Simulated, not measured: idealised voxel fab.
The name of this process module is voxel wiring stack.
We display cut, a cross-section 280 nm in width whose square cells are each 5 nm.
This document writes a cross-section as a grid whose cells are square, and gives it as bands, listed from the top down; one or more rows of cells form a band.
Top, bottom (nm), then materials left to right with widths (nm); lone material tagged "full width" fills the whole band edge to edge; "blank" = empty space.
Measure heights from 0. That's the level where, below it, the as-received wafer is all one material. The lowest band is bottomless and extends downward; write it as in "0 and below".
The two numbers in a width such as "30..40" mark its ends across the band: the first belongs to the top row of cells, the second to the bottom row, and from each row to the next the width moves by the same amount.
What does "same as before" mean for a step? It means no cell of the cross-section changed in that step.
The entry titled "Unvented voids" provides the empty spaces that have no open way to the top, restricted to those of 8 cells or more. Each is presented as width x height at distance, the distance being measured from the left edge, with all three in nm.
Heads up: the bit after the settings on a step's line is the simulator's remark on that step.
overlay nm, on a step with a mask: how far to the right of its planned place the mask lay; to the left if negative

# Steps planned for the process
- 1: RECEIVE,material Si
- 2: CONFORMAL_DEP,material SiO2,thk nm 15
- 3: CONFORMAL_DEP,material SiN,thk nm 5
- 4: DIRECTIONAL_DEP,material lowk,thk nm 15
- 5: DIRECTIONAL_DEP,material aC,thk nm 15
- 6: PATTERN,tone open,mask id METAL_1,material resist,width nm 25,pitch nm 55,thk nm 35,overlay nm 0
- 7: DIRECTIONAL_ETCH,etch materials aC,depth nm 15
- 8: STRIP,etch materials resist
- 9: DIRECTIONAL_ETCH,etch materials lowk,depth nm 15
- 10: DIRECTIONAL_ETCH,etch materials SiN,depth nm 5
- 11: STRIP,etch materials aC
- 12: CONFORMAL_DEP,material TiN,thk nm 5
- 13: FILL_DEP,material Cu,thk nm 10
- 14: CMP,height nm 35
- 15: EPI,material Ru,thk nm 5
- 16: FILL_DEP,material SiCN,thk nm 5
- 17: DIRECTIONAL_DEP,material SiO2,thk nm 25
- 18: MASKED_ETCH,tone open,mask id METAL_2,width nm 25,pitch nm 55,etch materials SiO2,depth nm 15,overlay nm 0
- 19: PATTERN,tone open,mask id METAL_2_HOLES,material resist,width nm 15,thk nm 20,overlay nm -15
- 20: DIRECTIONAL_ETCH,etch materials SiO2,depth nm 10
- 21: DIRECTIONAL_ETCH,etch materials SiCN,depth nm 5
- 22: STRIP,etch materials resist
- 23: CONFORMAL_DEP,material TiN,thk nm 5
- 24: FILL_DEP,material Cu,thk nm 5
- 25: CMP,height nm 70
- 26: CONFORMAL_DEP,material SiCN,thk nm 5
- 27: DIRECTIONAL_DEP,material SiO2,thk nm 30
- 28: PATTERN,tone open,mask id METAL_3,material resist,width nm 25,pitch nm 55,thk nm 15,overlay nm 0
- 29: DIRECTIONAL_ETCH,etch materials SiO2,depth nm 15
- 30: STRIP,etch materials resist
- 31: PATTERN,tone open,mask id METAL_3_HOLES,material resist,width nm 15,pitch nm 55,thk nm 15,overlay nm 0
- 32: DIRECTIONAL_ETCH,etch materials SiO2,depth nm 15
- 33: DIRECTIONAL_ETCH,etch materials SiCN,depth nm 5
- 34: STRIP,etch materials resist
- 35: CONFORMAL_DEP,material TiN,thk nm 5
- 36: FILL_DEP,material Ru,thk nm 10
- 37: CMP,height nm 105
- 38: CONFORMAL_DEP,material SiCN,thk nm 5
The overlay nm used in step 19 is not the same on every wafer, whereas the starting condition is; the value printed in the plan is the first wafer's.

# Cross-section of the first of several received wafers, showing its state after step 1
0 and below: Si full width
Unvented voids: none

# The first of several wafers, seen in cross-section after the module's last step, step 38
110 down to 105: SiCN full width
105 down to 95: 100 of SiO2; 5 of TiN; 15 of Ru; 5 of TiN; 30 of SiO2; 5 of TiN; 15 of Ru; 5 of TiN; 100 of SiO2
95 down to 90: 100 of SiO2; 5 of TiN; 5 of Ru; 15 of TiN; 30 of SiO2; 5 of TiN; 5 of Ru; 15 of TiN; 100 of SiO2
90 down to 75: 100 of SiO2; 5 of TiN; 5 of Ru; 5 of TiN; 40 of SiO2; 5 of TiN; 5 of Ru; 5 of TiN; 110 of SiO2
75 down to 70: 100 of SiCN; 15 of TiN; 40 of SiCN; 15 of TiN; 110 of SiCN
70 down to 60: 85 of SiO2; 5..20 of TiN; 30..15 of Cu; 5 of TiN; 30 of SiO2; 5 of TiN; 15 of Cu; 5 of TiN; 100 of SiO2
60 down to 55: 100 of SiO2; 25 of TiN; 30 of SiO2; 25 of TiN; 100 of SiO2
55 down to 45: SiO2 full width
45 down to 40: SiCN full width
40 down to 35: 95 of SiCN; 35 of Ru; 20 of SiCN; 35 of Ru; 95 of SiCN
35 down to 20: 100 of lowk; 5 of TiN; 15 of Cu; 5 of TiN; 30 of lowk; 5 of TiN; 15 of Cu; 5 of TiN; 100 of lowk
20 down to 15: 100 of SiN; 25 of TiN; 30 of SiN; 25 of TiN; 100 of SiN
15 down to 0: SiO2 full width
0 and below: Si full width
Unvented voids: none

# The module's end: a cross-section of the last wafer
110 down to 105: SiCN full width
105 down to 95: 100 of SiO2; 5 of TiN; 15 of Ru; 5 of TiN; 30 of SiO2; 5 of TiN; 15 of Ru; 5 of TiN; 100 of SiO2
95 down to 90: 100 of SiO2; 5 of TiN; 5 of Ru; 15 of TiN; 30 of SiO2; 5 of TiN; 5 of Ru; 15 of TiN; 100 of SiO2
90 down to 75: 100 of SiO2; 5 of TiN; 5 of Ru; 5 of TiN; 40 of SiO2; 5 of TiN; 5 of Ru; 5 of TiN; 110 of SiO2
75 down to 70: 100 of SiCN; 15 of TiN; 40 of SiCN; 15 of TiN; 110 of SiCN
70 down to 60: 100 of SiO2; 5 of TiN; 20..15 of Cu; 5..10 of TiN; 25 of SiO2; 5 of TiN; 15 of Cu; 5 of TiN; 100 of SiO2
60 down to 55: 100 of SiO2; 25 of TiN; 30 of SiO2; 25 of TiN; 100 of SiO2
55 down to 45: 115 of SiO2; 10 of TiN; 155 of SiO2
45 down to 40: 115 of SiCN; 10 of TiN; 155 of SiCN
40 down to 35: 95 of SiCN; 35 of Ru; 20 of SiCN; 35 of Ru; 95 of SiCN
35 down to 20: 100 of lowk; 5 of TiN; 15 of Cu; 5 of TiN; 30 of lowk; 5 of TiN; 15 of Cu; 5 of TiN; 100 of lowk
20 down to 15: 100 of SiN; 25 of TiN; 30 of SiN; 25 of TiN; 100 of SiN
15 down to 0: SiO2 full width
0 and below: Si full width
Unvented voids: none

# Heads up, this table goes wafer by wafer. A row tells you, at the end of the module, how many cells of each material that wafer has put on (+) or dropped (-) since it was received, and then its closed voids
overlay nm -15 | +33 Cu | +34 Ru | +204 SiCN | +46 SiN | +700 SiO2 | +77 TiN | +138 lowk | Unvented voids: none
overlay nm -10 | +32 Cu | +34 Ru | +203 SiCN | +46 SiN | +700 SiO2 | +79 TiN | +138 lowk | Unvented voids: none
overlay nm -5 | +31 Cu | +34 Ru | +202 SiCN | +46 SiN | +700 SiO2 | +81 TiN | +138 lowk | Unvented voids: none
overlay nm 0 | +33 Cu | +34 Ru | +201 SiCN | +46 SiN | +700 SiO2 | +80 TiN | +138 lowk | Unvented voids: none
overlay nm 5 | +33 Cu | +34 Ru | +201 SiCN | +46 SiN | +700 SiO2 | +80 TiN | +138 lowk | Unvented voids: none
overlay nm 10 | +33 Cu | +34 Ru | +201 SiCN | +46 SiN | +700 SiO2 | +80 TiN | +138 lowk | Unvented voids: none
overlay nm 15 | +31 Cu | +34 Ru | +202 SiCN | +46 SiN | +700 SiO2 | +81 TiN | +138 lowk | Unvented voids: none
